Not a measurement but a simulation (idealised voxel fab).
process module | voxel transistor to metal
This is section cut - it's 185 nm across, gridded in 5 nm square cells.
Think of the cross-section as a grid of square cells. We describe it in bands, top to bottom, and each band covers one or more rows of those cells. Heads up on the band format: heights come first, top then bottom, in nm. After that it's the materials left to right, each with its width in nm. A single material flagged "all across" fills the whole band edge to edge, and "blank" means there's empty space there. Measure heights from 0. That's the level where, below it, the as-received wafer is all one material. The lowest band is bottomless and extends downward; write it as in "0 down". Width spec "30 to 40" -> top row of cells at first value, bottom row at second value, equal per-row change in between. A step reported as "nothing was modified" is a step in which no cell of the cross-section changed. Empty spaces counting at least 8 cells and having no open way to the top are listed in "Enclosed cavities". The notation width x height at distance is used for each, the distance being from the left edge and all three values in nm. It should be noted that, on the line of a given step, the content following the step's settings is a remark produced by the simulator itself with respect to that step. "overlay nm" answers the question of how far to the right of plan the mask lay on a step that has a mask, and when it is negative the answer is to the left.
### Listed below are the process steps as planned
1) RECEIVE (material Si)
2) CONFORMAL_DEP (material SiO2; thk nm 5)
3) CONFORMAL_DEP (material SiN; thk nm 10)
4) PATTERN (tone cover; mask id ACTIVE; material resist; width nm 115; thk nm 15; overlay nm 0)
5) DIRECTIONAL_ETCH (etch materials SiN; depth nm 10)
6) DIRECTIONAL_ETCH (etch materials SiO2; depth nm 5)
7) DIRECTIONAL_ETCH (etch materials Si; depth nm 20)
8) STRIP (etch materials resist)
9) FILL_DEP (material SiO2; thk nm 15)
10) CMP (height nm 15)
11) SELECTIVE_ETCH (etch materials SiO2; depth nm 10)
12) STRIP (etch materials SiN)
13) SELECTIVE_ETCH (etch materials SiO2; depth nm 5)
14) OXIDIZE (depth nm 5)
15) DIRECTIONAL_DEP (material polySi; thk nm 30)
16) DIRECTIONAL_DEP (material SiCN; thk nm 15)
17) MASKED_ETCH (tone cover; mask id GATE; width nm 25; etch materials SiCN; depth nm 25; overlay nm 0)
18) MASKED_ETCH (tone cover; mask id GATE; width nm 25; etch materials polySi; depth nm 40; overlay nm -10)
19) CONFORMAL_DEP (material SiO2; thk nm 5)
20) DIRECTIONAL_ETCH (etch materials SiO2; depth nm 5)
21) CONFORMAL_DEP (material SiN; thk nm 10)
22) DIRECTIONAL_ETCH (etch materials SiN; depth nm 10)
23) DIRECTIONAL_ETCH (etch materials SiO2; depth nm 5)
24) DIRECTIONAL_ETCH (etch materials Si; depth nm 15)
25) EPI (material pSi; thk nm 15)
26) FILL_DEP (material SiO2; thk nm 5)
27) CMP (height nm 30)
28) STRIP (etch materials polySi)
29) SELECTIVE_ETCH (etch materials SiO2; depth nm 5)
30) CONFORMAL_DEP (material HfO2; thk nm 5)
31) CONFORMAL_DEP (material TiN; thk nm 5)
32) FILL_DEP (material W; thk nm 5)
33) CMP (height nm 25)
34) DIRECTIONAL_DEP (material SiO2; thk nm 10)
35) MASKED_ETCH (tone open; mask id CONTACT; width nm 15; pitch nm 80; etch materials SiO2; depth nm 40; overlay nm 0)
36) CONFORMAL_DEP (material TiN; thk nm 5)
37) FILL_DEP (material Ru; thk nm 10)
38) CMP (height nm 35)
39) CONFORMAL_DEP (material SiCN; thk nm 5)
40) DIRECTIONAL_DEP (material SiO2; thk nm 15)
41) PATTERN (tone open; mask id METAL_1; material resist; width nm 15; pitch nm 80; thk nm 20; overlay nm 0)
42) DIRECTIONAL_ETCH (etch materials SiO2; depth nm 15)
43) DIRECTIONAL_ETCH (etch materials SiCN; depth nm 5)
44) STRIP (etch materials resist)
45) CONFORMAL_DEP (material TiN; thk nm 5)
46) FILL_DEP (material Cu; thk nm 5)
47) CMP (height nm 55)
48) CONFORMAL_DEP (material SiN; thk nm 5)
It is noted that the wafers described herein are identical at the outset and are distinguished by the overlay nm of step 18; the value stated in the plan corresponds to the first wafer.
### So this is the first of several wafers, cross-sectioned as it came to us, meaning it's at the end of step 1
    0 down: Si all across
    Enclosed cavities: none
### Cross-section after step 48, the final step of the module, for the first of several wafers
    60 to 55: SiN all across
    55 to 40: 45 nm SiO2  5 nm TiN  5 nm Cu  5 nm TiN  65 nm SiO2  5 nm TiN  5 nm Cu  5 nm TiN  45 nm SiO2
    40 to 35: 45 nm SiCN  15 nm TiN  65 nm SiCN  15 nm TiN  45 nm SiCN
    35 to 30: 45 nm SiO2  5 nm TiN  5 nm Ru  5 nm TiN  65 nm SiO2  5 nm TiN  5 nm Ru  5 nm TiN  45 nm SiO2
    30 to 25: 45 nm SiO2  15 nm TiN  65 nm SiO2  5 nm TiN  5 nm Ru  5 nm TiN  45 nm SiO2
    25 to 15: 45 nm SiO2  10 nm TiN  10 nm SiN  5 nm HfO2  5 nm TiN  25 nm W  5 nm TiN  5 nm HfO2  10 nm SiN  5 nm SiO2  5 nm TiN  5 nm Ru  5 nm TiN  45 nm SiO2
    15 to 10: 45 nm SiO2  10 nm TiN  10 nm SiN  5 nm HfO2  5 nm TiN  25 nm W  5 nm TiN  5 nm HfO2  10 nm SiN  5 nm SiO2  15 nm TiN  45 nm SiO2
    10 to 5: 40 nm SiO2  15 nm pSi  10 nm SiN  5 nm HfO2  5 nm TiN  25 nm W  5 nm TiN  5 nm HfO2  10 nm SiN  15 nm pSi  5 nm TiN  45 nm SiO2
    5 to 0: 40 nm SiO2  15 nm pSi  10 nm SiN  5 nm HfO2  35 nm TiN  5 nm HfO2  10 nm SiN  15 nm pSi  5 nm TiN  45 nm SiO2
    0 to -5: 40 nm SiO2  15 nm pSi  10 nm SiO2  45 nm HfO2  10 nm SiO2  15 nm pSi  5 nm TiN  45 nm SiO2
    -5 to -20: 35 nm SiO2  20 nm pSi  65 nm Si  30 nm pSi  35 nm SiO2
    -20 down: Si all across
    Enclosed cavities: none
### Cross-sectional view of the final wafer of several at the module's end
    60 to 55: SiN all across
    55 to 40: 45 nm SiO2  5 nm TiN  5 nm Cu  5 nm TiN  65 nm SiO2  5 nm TiN  5 nm Cu  5 nm TiN  45 nm SiO2
    40 to 35: 45 nm SiCN  15 nm TiN  65 nm SiCN  15 nm TiN  45 nm SiCN
    35 to 30: 45 nm SiO2  5 nm TiN  5 nm Ru  5 nm TiN  65 nm SiO2  5 nm TiN  5 nm Ru  5 nm TiN  45 nm SiO2
    30 to 25: 45 nm SiO2  5 nm TiN  5 nm Ru  5 nm TiN  65 nm SiO2  15 nm TiN  45 nm SiO2
    25 to 15: 45 nm SiO2  5 nm TiN  5 nm Ru  5 nm TiN  5 nm SiO2  10 nm SiN  5 nm HfO2  5 nm TiN  25 nm W  5 nm TiN  5 nm HfO2  10 nm SiN  10 nm TiN  45 nm SiO2
    15 to 10: 45 nm SiO2  15 nm TiN  5 nm SiO2  10 nm SiN  5 nm HfO2  5 nm TiN  25 nm W  5 nm TiN  5 nm HfO2  10 nm SiN  10 nm TiN  45 nm SiO2
    10 to 5: 45 nm SiO2  5 nm TiN  15 nm pSi  10 nm SiN  5 nm HfO2  5 nm TiN  25 nm W  5 nm TiN  5 nm HfO2  10 nm SiN  15 nm pSi  40 nm SiO2
    5 to 0: 45 nm SiO2  5 nm TiN  15 nm pSi  10 nm SiN  5 nm HfO2  35 nm TiN  5 nm HfO2  10 nm SiN  15 nm pSi  40 nm SiO2
    0 to -5: 45 nm SiO2  5 nm TiN  15 nm pSi  10 nm SiO2  45 nm HfO2  10 nm SiO2  15 nm pSi  40 nm SiO2
    -5 to -20: 35 nm SiO2  30 nm pSi  65 nm Si  20 nm pSi  35 nm SiO2
    -20 down: Si all across
    Enclosed cavities: none
### Rows = wafers. At module end, each row lists per material the cells gained (+) or lost (-) since the wafer was received, then the closed voids
overlay nm -10, +6 Cu, +19 HfO2, +5 Ru, -109 Si, +31 SiCN, +57 SiN, +309 SiO2, +58 TiN, +20 W, +48 pSi, Enclosed cavities: none
overlay nm -5, +6 Cu, +18 HfO2, +8 Ru, -112 Si, +31 SiCN, +57 SiN, +312 SiO2, +57 TiN, +16 W, +51 pSi, Enclosed cavities: none
overlay nm 0, +6 Cu, +17 HfO2, +8 Ru, -115 Si, +31 SiCN, +57 SiN, +315 SiO2, +59 TiN, +12 W, +54 pSi, Enclosed cavities: none
overlay nm 5, +6 Cu, +18 HfO2, +8 Ru, -112 Si, +31 SiCN, +57 SiN, +312 SiO2, +57 TiN, +16 W, +51 pSi, Enclosed cavities: none
overlay nm 10, +6 Cu, +19 HfO2, +5 Ru, -109 Si, +31 SiCN, +57 SiN, +309 SiO2, +58 TiN, +20 W, +48 pSi, Enclosed cavities: none
